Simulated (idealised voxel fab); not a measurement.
Process module name: voxel released beams
Pictured: cross-section cut, 240 nm wide, on a grid of 5 nm square cells.
Throughout this document, each cross-section is represented as a grid of square cells and is presented as a sequence of bands enumerated from the top downward, where a band comprises one or more rows of cells.
A band entry consists of two parts. The first gives the height of the band's top and the height of its bottom, in nm. The rest lists the band's materials from left to right, each with its width in nm. A single material labelled with the word "edge to edge" fills the band from edge to edge, and the word "blank" marks empty space.
The reference from which all heights are counted is 0, the level beneath which the as-received wafer is entirely one material; the lowest band, having no lower bound, proceeds downward and is written after the example "0 and below".
The two numbers in a width such as "30..40" mark its ends across the band: the first belongs to the top row of cells, the second to the bottom row, and from each row to the next the width moves by the same amount.
No cell of the cross-section changed in a step that is given as "left unchanged".
In "Completely sealed voids" the enclosed voids are listed, meaning empty spaces of 8 cells or larger without any opening to the top. The form is width x height at distance, distance from the left edge, units nm.
It should be noted that, on the line of a given step, the content following the step's settings is a remark produced by the simulator itself with respect to that step.
Steps that use a mask can have "overlay nm" on their line. It says how far the mask sat to the right of where it was meant to be. Negative means to the left.

PROCESS STEPS - PLAN
1) RECEIVE: material Si
2) CONFORMAL_DEP: material Al2O3, thk nm 10
3) DIRECTIONAL_DEP: material SiO2, thk nm 10
4) DIRECTIONAL_DEP: material aC, thk nm 15
5) PATTERN: tone open, mask id ANCHOR, material resist, width nm 45, thk nm 35, overlay nm 0
6) DIRECTIONAL_ETCH: etch materials aC, depth nm 15
7) STRIP: etch materials resist
8) DIRECTIONAL_ETCH: etch materials SiO2, depth nm 10
9) STRIP: etch materials aC
10) CONFORMAL_DEP: material W, thk nm 15
11) DIRECTIONAL_DEP: material aC, thk nm 15
12) PATTERN: tone cover, mask id BEAM, material resist, width nm 110, thk nm 30, overlay nm 0
13) DIRECTIONAL_ETCH: etch materials aC, depth nm 15
14) STRIP: etch materials resist
15) DIRECTIONAL_ETCH: etch materials W, depth nm 15
16) STRIP: etch materials aC
17) STRIP: etch materials SiO2

INCOMING WAFER, CROSS-SECTIONAL VIEW, POST STEP 1
	0 and below: Si edge to edge
	Completely sealed voids: none

CROSS-SECTION TAKEN AT MODULE COMPLETION ON THE FIRST OF TWO WAFERS; PROCESSED PER THE PLAN
	35 down to 25: blank 60 nm, W 20 nm, blank 15 nm, W 75 nm, blank 70 nm
	25 down to 20: blank 60 nm, W 110 nm, blank 70 nm
	20 down to 10: blank 65 nm, W 45 nm, blank 130 nm
	10 down to 0: Al2O3 edge to edge
	0 and below: Si edge to edge
	Completely sealed voids: none

SECOND WAFER OF THE TWO, SECTIONED AT THE END OF THE MODULE. IT BEGAN LIKE THE FIRST AND FOLLOWED THE SAME PLAN, BUT ONE MISTAKE WAS MADE WHILE RUNNING IT
	35 down to 30: blank 60 nm, W 20 nm, blank 15 nm, W 75 nm, blank 70 nm
	30 down to 25: W 80 nm, blank 15 nm, W 145 nm
	25 down to 20: W edge to edge
	20 down to 10: SiO2 65 nm, W 45 nm, SiO2 130 nm
	10 down to 0: Al2O3 edge to edge
	0 and below: Si edge to edge
	Completely sealed voids: none
What broke from the plan during processing? step 15 deviated from plan and actually ran as DIRECTIONAL_ETCH: etch materials W, depth nm 5
The closing comparison, in cells, has the second wafer with more or fewer of some materials than the first: SiO2 +78; W +52
